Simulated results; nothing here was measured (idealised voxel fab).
The process module presented herein is designated voxel self aligned contacts.
285 nm wide, 5 nm square cells: that's cross-section cut.
Cross-section layout: square cells on a grid; listed as bands, top to bottom; a band spans one or more cell rows. Each band's line starts with the height of the band's top and of its bottom, in nm. Then come its materials from left to right, each with its width in nm. One material with "full width" fills the band from edge to edge. "empty" is empty space. Basically, 0 is our baseline, since under it the wafer straight out of the box is all one material. The bottom band has no lower end and keeps on going down, so it looks like "z 0 and below". Quick explanation for "30..40": the width changes in equal steps down the rows of cells, from the first number in the band's top row to the second number in its bottom row. When a step is marked "remained unchanged", none of the cells in the cross-section changed during that step. The label "Closed void listing" introduces a list of the empty spaces, 8 cells or larger, that have no open way up to the top; each entry in it reads width x height at distance, where the distance is taken from the left edge and all three are stated in nm. Step line, after settings: the simulator's comment on this step. The optional step-line setting "overlay nm" applies to steps with a mask and quantifies how far to the right of its planned location the mask lay, a negative value indicating leftward placement.
### Steps in the process plan
1) RECEIVE: material Si
2) OXIDIZE: depth nm 5
3) DIRECTIONAL_DEP: material polySi, thk nm 20
4) DIRECTIONAL_DEP: material SiN, thk nm 20
5) DIRECTIONAL_DEP: material aC, thk nm 10
6) PATTERN: tone cover, mask id GATE, material resist, width nm 25, pitch nm 55, thk nm 30, overlay nm 0
7) DIRECTIONAL_ETCH: etch materials aC, depth nm 10
8) STRIP: etch materials resist
9) DIRECTIONAL_ETCH: etch materials SiN, depth nm 20
10) DIRECTIONAL_ETCH: etch materials polySi, depth nm 20
11) STRIP: etch materials aC
12) CONFORMAL_DEP: material SiN, thk nm 5
13) DIRECTIONAL_ETCH: etch materials SiN, depth nm 5
14) FILL_DEP: material SiO2, thk nm 10
15) CMP: height nm 35
16) PATTERN: tone open, mask id CONTACT, material resist, width nm 40, pitch nm 55, thk nm 15, overlay nm 0
17) DIRECTIONAL_ETCH: etch materials SiO2, depth nm 50
18) STRIP: etch materials resist
19) CONFORMAL_DEP: material TiN, thk nm 5
20) FILL_DEP: material W, thk nm 5
21) CMP: height nm 45
22) CONFORMAL_DEP: material SiCN, thk nm 5
Variable across wafers: step 15 height nm (plan value is that of the first wafer; starting state common to all).
### Received wafers, first of several: cross-section after step 1
* z 0 and below: Si full width
* Closed void listing: none
### Rows = wafers. At module end, each row lists per material the cells gained (+) or lost (-) since the wafer was received, then the closed voids
height nm 35 | -57 Si | +57 SiCN | +87 SiN | +245 SiO2 | +89 TiN | +89 W | +60 polySi | Closed void listing: none
height nm 40 | -57 Si | +57 SiCN | +108 SiN | +273 SiO2 | +93 TiN | +36 W | +60 polySi | Closed void listing: none
height nm 45 | -57 Si | +57 SiCN | +108 SiN | +314 SiO2 | +52 TiN | +36 W | +60 polySi | Closed void listing: none
height nm 50 | -57 Si | +57 SiCN | +108 SiN | +322 SiO2 | +48 TiN | +32 W | +60 polySi | Closed void listing: none
